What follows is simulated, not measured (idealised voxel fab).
process module | voxel capacitor over wiring
cross-section cut | 200 nm wide | cells 5 nm
A cross-section is a grid of square cells, given in bands from the top down. A band is one or more rows of cells.
Each band's line starts with the height of the band's top and of its bottom, in nm. Then come its materials from left to right, each with its width in nm. One material with "throughout" fills the band from edge to edge. "air" is empty space.
Height 0 is the level under which the wafer as received is all one material. The lowest band goes on downwards, as in "0 down".
A width such as "30 to 40" changes by the same amount from each row of cells to the next, from the band's top row to its bottom row.
"no change" after a step means that no cell of the cross-section changed.
closed voids: empty space of 8 cells or more with no open way to the top, each as width x height at its distance from the left edge, in nm
after a step's settings: what the simulator itself notes on the step
overlay nm, on a step with a mask: how far to the right of its planned place the mask lay; to the left if negative
plan
1 op RECEIVE | material Si
2 op CONFORMAL_DEP | material SiO2 | thk nm 10
3 op DIRECTIONAL_DEP | material TiN | thk nm 5
4 op DIRECTIONAL_DEP | material W | thk nm 25
5 op MASKED_ETCH | tone cover | mask id METAL_1 | width nm 25 | pitch nm 95 | etch materials W | depth nm 25 | overlay nm 0
6 op MASKED_ETCH | tone cover | mask id METAL_1 | width nm 25 | pitch nm 95 | etch materials TiN | depth nm 5 | overlay nm 0
7 op FILL_DEP | material SiO2 | thk nm 5
8 op CMP | height nm 40
9 op CONFORMAL_DEP | material SiCN | thk nm 5
10 op DIRECTIONAL_DEP | material SiO2 | thk nm 20
11 op MASKED_ETCH | tone open | mask id PLUG_1 | width nm 15 | etch materials SiO2 | depth nm 20 | overlay nm 0
12 op MASKED_ETCH | tone open | mask id PLUG_1 | width nm 15 | etch materials SiCN | depth nm 5 | overlay nm 0
13 op EPI | material Ru | thk nm 10
14 op EPI | material Ru | thk nm 10
15 op EPI | material Ru | thk nm 5
16 op DIRECTIONAL_DEP | material TiN | thk nm 5
17 op DIRECTIONAL_DEP | material HfO2 | thk nm 5
18 op DIRECTIONAL_DEP | material TiN | thk nm 10
19 op PATTERN | tone cover | mask id UPPER_PLATE | material resist | width nm 75 | thk nm 20 | overlay nm 0
20 op DIRECTIONAL_ETCH | etch materials TiN | depth nm 10
21 op DIRECTIONAL_ETCH | etch materials HfO2 | depth nm 5
22 op STRIP | etch materials resist
23 op DIRECTIONAL_DEP | material aC | thk nm 10
24 op PATTERN | tone cover | mask id LOWER_PLATE | material resist | width nm 85 | thk nm 30 | overlay nm 0
25 op DIRECTIONAL_ETCH | etch materials aC | depth nm 10
26 op STRIP | etch materials resist
27 op DIRECTIONAL_ETCH | etch materials TiN | depth nm 5
28 op STRIP | etch materials aC
29 op FILL_DEP | material SiO2 | thk nm 20
30 op CMP | height nm 100
31 op DIRECTIONAL_DEP | material aC | thk nm 10
32 op PATTERN | tone open | mask id PLUG_2 | material resist | width nm 15 | thk nm 30 | overlay nm 0
33 op DIRECTIONAL_ETCH | etch materials aC | depth nm 10
34 op STRIP | etch materials resist
35 op DIRECTIONAL_ETCH | etch materials SiO2 | depth nm 15
36 op STRIP | etch materials aC
37 op CONFORMAL_DEP | material TiN | thk nm 5
38 op FILL_DEP | material Ru | thk nm 5
39 op CMP | height nm 100
40 op CONFORMAL_DEP | material SiN | thk nm 5
first wafer, as planned
as received, after step 1
  0 down: Si throughout
  closed voids: none
after step 2
  10 to 0: SiO2 throughout
  below 0: unchanged
after step 3
  15 to 10: TiN throughout
  below 10: unchanged
after step 4
  40 to 15: W throughout
  below 15: unchanged
after step 5
  40 to 15: air 40 | W 25 | air 70 | W 25 | air 40
  below 15: unchanged
after step 6
  40 to 15: air 40 | W 25 | air 70 | W 25 | air 40
  15 to 10: air 40 | TiN 25 | air 70 | TiN 25 | air 40
  below 10: unchanged
after step 7
  45 to 40: SiO2 throughout
  40 to 15: SiO2 40 | W 25 | SiO2 70 | W 25 | SiO2 40
  15 to 10: SiO2 40 | TiN 25 | SiO2 70 | TiN 25 | SiO2 40
  below 10: unchanged
after step 8
  40 to 15: SiO2 40 | W 25 | SiO2 70 | W 25 | SiO2 40
  below 15: unchanged
after step 9
  45 to 40: SiCN throughout
  below 40: unchanged
after step 10
  65 to 45: SiO2 throughout
  below 45: unchanged
after step 11
  65 to 45: SiO2 50 | air 15 | SiO2 135
  below 45: unchanged
after step 12
  65 to 45: SiO2 50 | air 15 | SiO2 135
  45 to 40: SiCN 50 | air 15 | SiCN 135
  below 40: unchanged
after step 13
  65 to 50: SiO2 50 | air 15 | SiO2 135
  50 to 45: SiO2 50 | Ru 15 | SiO2 135
  45 to 40: SiCN 50 | Ru 15 | SiCN 135
  below 40: unchanged
after step 14
  65 to 60: SiO2 50 | air 15 | SiO2 135
  60 to 45: SiO2 50 | Ru 15 | SiO2 135
  below 45: unchanged
after step 15
  65 to 45: SiO2 50 | Ru 15 | SiO2 135
  below 45: unchanged
after step 16
  70 to 65: TiN throughout
  below 65: unchanged
after step 17
  75 to 70: HfO2 throughout
  below 70: unchanged
after step 18
  85 to 75: TiN throughout
  below 75: unchanged
after step 19
  105 to 85: air 50 | resist 75 | air 75
  below 85: unchanged
after step 20
  105 to 85: air 50 | resist 75 | air 75
  85 to 75: air 50 | TiN 75 | air 75
  below 75: unchanged
after step 21
  105 to 85: air 50 | resist 75 | air 75
  85 to 75: air 50 | TiN 75 | air 75
  75 to 70: air 50 | HfO2 75 | air 75
  below 70: unchanged
after step 22
  85 to 75: air 50 | TiN 75 | air 75
  below 75: unchanged
after step 23
  95 to 85: air 50 | aC 75 | air 75
  85 to 80: air 50 | TiN 75 | air 75
  80 to 75: aC 50 | TiN 75 | aC 75
  75 to 70: aC 50 | HfO2 75 | aC 75
  below 70: unchanged
after step 24
  125 to 95: air 45 | resist 85 | air 70
  95 to 85: air 45 | resist 5 | aC 75 | resist 5 | air 70
  85 to 80: air 45 | resist 5 | TiN 75 | resist 5 | air 70
  below 80: unchanged
after step 25
  115 to 95: air 45 | resist 85 | air 70
  95 to 85: air 45 | resist 5 | aC 75 | resist 5 | air 70
  85 to 80: air 45 | resist 5 | TiN 75 | resist 5 | air 70
  80 to 75: air 45 | aC 5 | TiN 75 | aC 5 | air 70
  75 to 70: air 45 | aC 5 | HfO2 75 | aC 5 | air 70
  below 70: unchanged
after step 26
  95 to 85: air 50 | aC 75 | air 75
  85 to 80: air 50 | TiN 75 | air 75
  below 80: unchanged
after step 27
  95 to 85: air 50 | aC 75 | air 75
  85 to 80: air 50 | TiN 75 | air 75
  80 to 75: air 45 | aC 5 | TiN 75 | aC 5 | air 70
  75 to 70: air 45 | aC 5 | HfO2 75 | aC 5 | air 70
  70 to 65: air 45 | TiN 85 | air 70
  below 65: unchanged
after step 28
  85 to 75: air 50 | TiN 75 | air 75
  75 to 70: air 50 | HfO2 75 | air 75
  below 70: unchanged
after step 29
  105 to 85: SiO2 throughout
  85 to 75: SiO2 50 | TiN 75 | SiO2 75
  75 to 70: SiO2 50 | HfO2 75 | SiO2 75
  70 to 65: SiO2 45 | TiN 85 | SiO2 70
  below 65: unchanged
after step 30
  100 to 85: SiO2 throughout
  below 85: unchanged
after step 31
  110 to 100: aC throughout
  below 100: unchanged
after step 32
  140 to 110: resist 60 | air 15 | resist 125
  below 110: unchanged
after step 33
  130 to 110: resist 60 | air 15 | resist 125
  110 to 100: aC 60 | air 15 | aC 125
  below 100: unchanged
after step 34
  110 to 100: aC 60 | air 15 | aC 125
  below 100: unchanged
after step 35
  110 to 100: aC 60 | air 15 | aC 125
  100 to 85: SiO2 60 | air 15 | SiO2 125
  below 85: unchanged
after step 36
  100 to 85: SiO2 60 | air 15 | SiO2 125
  below 85: unchanged
after step 37
  105 to 100: TiN 65 | air 5 | TiN 130
  100 to 90: SiO2 60 | TiN 5 | air 5 | TiN 5 | SiO2 125
  90 to 85: SiO2 60 | TiN 15 | SiO2 125
  below 85: unchanged
after step 38
  110 to 105: Ru throughout
  105 to 100: TiN 65 | Ru 5 | TiN 130
  100 to 90: SiO2 60 | TiN 5 | Ru 5 | TiN 5 | SiO2 125
  below 90: unchanged
after step 39
  100 to 90: SiO2 60 | TiN 5 | Ru 5 | TiN 5 | SiO2 125
  below 90: unchanged
after step 40
  105 to 100: SiN throughout
  below 100: unchanged
second wafer: like start, like plan, one mistake. Through step 4 it matches the first wafer
when step 5 should have ended
  40 to 15: air 40 | W 30 | air 65 | W 30 | air 35
  below 15: unchanged
when step 6 should have ended
  40 to 15: air 40 | W 30 | air 65 | W 30 | air 35
  15 to 10: air 40 | TiN 30 | air 65 | TiN 30 | air 35
  below 10: unchanged
when step 7 should have ended
  45 to 40: SiO2 throughout
  40 to 15: SiO2 40 | W 30 | SiO2 65 | W 30 | SiO2 35
  15 to 10: SiO2 40 | TiN 30 | SiO2 65 | TiN 30 | SiO2 35
  below 10: unchanged
when step 8 should have ended
  40 to 15: SiO2 40 | W 30 | SiO2 65 | W 30 | SiO2 35
  below 15: unchanged
when step 9 should have ended
  45 to 40: SiCN throughout
  below 40: unchanged
when step 10 should have ended
  65 to 45: SiO2 throughout
  below 45: unchanged
when step 11 should have ended
  65 to 45: SiO2 50 | air 15 | SiO2 135
  below 45: unchanged
when step 12 should have ended
  65 to 45: SiO2 50 | air 15 | SiO2 135
  45 to 40: SiCN 50 | air 15 | SiCN 135
  below 40: unchanged
when step 13 should have ended
  65 to 50: SiO2 50 | air 15 | SiO2 135
  50 to 45: SiO2 50 | Ru 15 | SiO2 135
  45 to 40: SiCN 50 | Ru 15 | SiCN 135
  below 40: unchanged
when step 14 should have ended
  65 to 60: SiO2 50 | air 15 | SiO2 135
  60 to 45: SiO2 50 | Ru 15 | SiO2 135
  below 45: unchanged
when step 15 should have ended
  65 to 45: SiO2 50 | Ru 15 | SiO2 135
  below 45: unchanged
when step 16 should have ended
  70 to 65: TiN throughout
  below 65: unchanged
when step 17 should have ended
  75 to 70: HfO2 throughout
  below 70: unchanged
when step 18 should have ended
  85 to 75: TiN throughout
  below 75: unchanged
when step 19 should have ended
  105 to 85: air 50 | resist 75 | air 75
  below 85: unchanged
when step 20 should have ended
  105 to 85: air 50 | resist 75 | air 75
  85 to 75: air 50 | TiN 75 | air 75
  below 75: unchanged
when step 21 should have ended
  105 to 85: air 50 | resist 75 | air 75
  85 to 75: air 50 | TiN 75 | air 75
  75 to 70: air 50 | HfO2 75 | air 75
  below 70: unchanged
when step 22 should have ended
  85 to 75: air 50 | TiN 75 | air 75
  below 75: unchanged
when step 23 should have ended
  95 to 85: air 50 | aC 75 | air 75
  85 to 80: air 50 | TiN 75 | air 75
  80 to 75: aC 50 | TiN 75 | aC 75
  75 to 70: aC 50 | HfO2 75 | aC 75
  below 70: unchanged
when step 24 should have ended
  125 to 95: air 45 | resist 85 | air 70
  95 to 85: air 45 | resist 5 | aC 75 | resist 5 | air 70
  85 to 80: air 45 | resist 5 | TiN 75 | resist 5 | air 70
  below 80: unchanged
when step 25 should have ended
  115 to 95: air 45 | resist 85 | air 70
  95 to 85: air 45 | resist 5 | aC 75 | resist 5 | air 70
  85 to 80: air 45 | resist 5 | TiN 75 | resist 5 | air 70
  80 to 75: air 45 | aC 5 | TiN 75 | aC 5 | air 70
  75 to 70: air 45 | aC 5 | HfO2 75 | aC 5 | air 70
  below 70: unchanged
when step 26 should have ended
  95 to 85: air 50 | aC 75 | air 75
  85 to 80: air 50 | TiN 75 | air 75
  below 80: unchanged
when step 27 should have ended
  95 to 85: air 50 | aC 75 | air 75
  85 to 80: air 50 | TiN 75 | air 75
  80 to 75: air 45 | aC 5 | TiN 75 | aC 5 | air 70
  75 to 70: air 45 | aC 5 | HfO2 75 | aC 5 | air 70
  70 to 65: air 45 | TiN 85 | air 70
  below 65: unchanged
when step 28 should have ended
  85 to 75: air 50 | TiN 75 | air 75
  75 to 70: air 50 | HfO2 75 | air 75
  below 70: unchanged
when step 29 should have ended
  105 to 85: SiO2 throughout
  85 to 75: SiO2 50 | TiN 75 | SiO2 75
  75 to 70: SiO2 50 | HfO2 75 | SiO2 75
  70 to 65: SiO2 45 | TiN 85 | SiO2 70
  below 65: unchanged
when step 30 should have ended
  100 to 85: SiO2 throughout
  below 85: unchanged
when step 31 should have ended
  110 to 100: aC throughout
  below 100: unchanged
when step 32 should have ended
  140 to 110: resist 60 | air 15 | resist 125
  below 110: unchanged
when step 33 should have ended
  130 to 110: resist 60 | air 15 | resist 125
  110 to 100: aC 60 | air 15 | aC 125
  below 100: unchanged
when step 34 should have ended
  110 to 100: aC 60 | air 15 | aC 125
  below 100: unchanged
when step 35 should have ended
  110 to 100: aC 60 | air 15 | aC 125
  100 to 85: SiO2 60 | air 15 | SiO2 125
  below 85: unchanged
when step 36 should have ended
  100 to 85: SiO2 60 | air 15 | SiO2 125
  below 85: unchanged
when step 37 should have ended
  105 to 100: TiN 65 | air 5 | TiN 130
  100 to 90: SiO2 60 | TiN 5 | air 5 | TiN 5 | SiO2 125
  90 to 85: SiO2 60 | TiN 15 | SiO2 125
  below 85: unchanged
when step 38 should have ended
  110 to 105: Ru throughout
  105 to 100: TiN 65 | Ru 5 | TiN 130
  100 to 90: SiO2 60 | TiN 5 | Ru 5 | TiN 5 | SiO2 125
  below 90: unchanged
when step 39 should have ended
  100 to 90: SiO2 60 | TiN 5 | Ru 5 | TiN 5 | SiO2 125
  below 90: unchanged
when step 40 should have ended
  105 to 100: SiN throughout
  below 100: unchanged
what went wrong: step 5 ran as: op MASKED_ETCH | tone cover | mask id METAL_1 | width nm 30 | pitch nm 95 | etch materials W | depth nm 25 | overlay nm 0
at the end the second wafer has, in cells: 12 fewer of SiO2 | 2 more of TiN | 10 more of W
